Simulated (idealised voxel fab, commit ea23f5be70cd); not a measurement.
The name of this process module is voxel self aligned contacts.
For reference, the cross-section in this document is cut, with width 230 nm and square cells of 5 nm.
How to read a cross-section here: the picture is a grid of square cells, written as bands going from the top down, and any band can span one or more rows of cells.
A band entry consists of two parts. The first gives the height of the band's top and the height of its bottom, in nm. The rest lists the band's materials from left to right, each with its width in nm. A single material labelled with the word "full width" fills the band from edge to edge, and the word "empty" marks empty space.
Convention: height 0 is the level below which the wafer, as received, is all one material. The lowest band does not terminate at the bottom but continues downward, represented as "0..down".
Quick explanation for "30->40": the width changes in equal steps down the rows of cells, from the first number in the band's top row to the second number in its bottom row.
You'll sometimes find "nothing changed" written for a step, and that's the way of saying that nowhere in the cross-section did a cell change during that step.
Enclosed voids (no open way to top), threshold 8 cells or more, entry "Catalogued sealed voids", notation width x height at distance, distance from left edge, nm.
Note: text after step settings on the step line = simulator remark on that step.
"overlay nm", when on a step's line for a step with a mask, measures how far to the right of its planned place the mask lay; a negative measure means to the left.

These are the steps we planned for the process:
1,RECEIVE [material Si]
2,CONFORMAL_DEP [material SiO2] [thk nm 5]
3,DIRECTIONAL_DEP [material polySi] [thk nm 30]
4,DIRECTIONAL_DEP [material SiN] [thk nm 15]
5,DIRECTIONAL_DEP [material aC] [thk nm 15]
6,PATTERN [tone cover] [mask id GATE] [material resist] [width nm 25] [pitch nm 55] [thk nm 35] [overlay nm 0]
7,DIRECTIONAL_ETCH [etch materials aC] [depth nm 15]
8,STRIP [etch materials resist]
9,DIRECTIONAL_ETCH [etch materials SiN] [depth nm 15]
10,DIRECTIONAL_ETCH [etch materials polySi] [depth nm 30]
11,STRIP [etch materials aC]
12,CONFORMAL_DEP [material SiN] [thk nm 5]
13,DIRECTIONAL_ETCH [etch materials SiN] [depth nm 5]
14,FILL_DEP [material SiO2] [thk nm 20]
15,CMP [height nm 60]
16,DIRECTIONAL_DEP [material aC] [thk nm 10]
17,PATTERN [tone open] [mask id CONTACT] [material resist] [width nm 40] [thk nm 30] [overlay nm -15]
18,DIRECTIONAL_ETCH [etch materials aC] [depth nm 10]
19,STRIP [etch materials resist]
20,DIRECTIONAL_ETCH [etch materials SiO2] [depth nm 60]
21,STRIP [etch materials aC]
22,CONFORMAL_DEP [material TiN] [thk nm 5]
23,FILL_DEP [material W] [thk nm 10]
24,CMP [height nm 60]
25,CONFORMAL_DEP [material SiN] [thk nm 5]
Variable across wafers: step 17 overlay nm (plan value is that of the first wafer; starting state common to all).

Here's the first of the wafers in cross-section, just as we got it, i.e. after step 1:
    0..down | Si full width
    Catalogued sealed voids: none

Once step 25, the last step, is complete, the module is at its end; this is the cross-section of the first of several wafers:
    65..60 | SiN full width
    60..50 | SiO2=80  TiN=5->30  W=30->5  TiN=5  SiO2=110
    50..35 | SiO2=70  SiN=35  TiN=5  W=5  TiN=5  SiO2=5  SiN=35  SiO2=70
    35..5 | SiO2=70  SiN=5  polySi=25  SiN=5  TiN=5  W=5  TiN=5  SiO2=5  SiN=5  polySi=25  SiN=5  SiO2=70
    5..0 | SiO2=105  TiN=15  SiO2=110
    0..down | Si full width
    Catalogued sealed voids: none

Here's the last wafer cross-sectioned at the end of the module:
    65..60 | SiN full width
    60..50 | SiO2=110  TiN=5  W=30->5  TiN=5->30  SiO2=80
    50..35 | SiO2=70  SiN=35  SiO2=5  TiN=5  W=5  TiN=5  SiN=35  SiO2=70
    35..5 | SiO2=70  SiN=5  polySi=25  SiN=5  SiO2=5  TiN=5  W=5  TiN=5  SiN=5  polySi=25  SiN=5  SiO2=70
    5..0 | SiO2=110  TiN=15  SiO2=105
    0..down | Si full width
    Catalogued sealed voids: none

Here is how to read the rows: every wafer has a row, and it shows the wafer at the end of the module, giving for each material how many cells were gained (+) or lost (-) since the wafer was received, then listing its closed voids:
overlay nm -15, +112 SiN, +380 SiO2, +30 TiN, +16 W, +60 polySi, Catalogued sealed voids: none
overlay nm -10, +112 SiN, +370 SiO2, +30 TiN, +26 W, +60 polySi, Catalogued sealed voids: none
overlay nm -5, +112 SiN, +370 SiO2, +30 TiN, +26 W, +60 polySi, Catalogued sealed voids: none
overlay nm 0, +112 SiN, +370 SiO2, +30 TiN, +26 W, +60 polySi, Catalogued sealed voids: none
overlay nm 5, +112 SiN, +370 SiO2, +30 TiN, +26 W, +60 polySi, Catalogued sealed voids: none
overlay nm 10, +112 SiN, +370 SiO2, +30 TiN, +26 W, +60 polySi, Catalogued sealed voids: none
overlay nm 15, +112 SiN, +380 SiO2, +30 TiN, +16 W, +60 polySi, Catalogued sealed voids: none
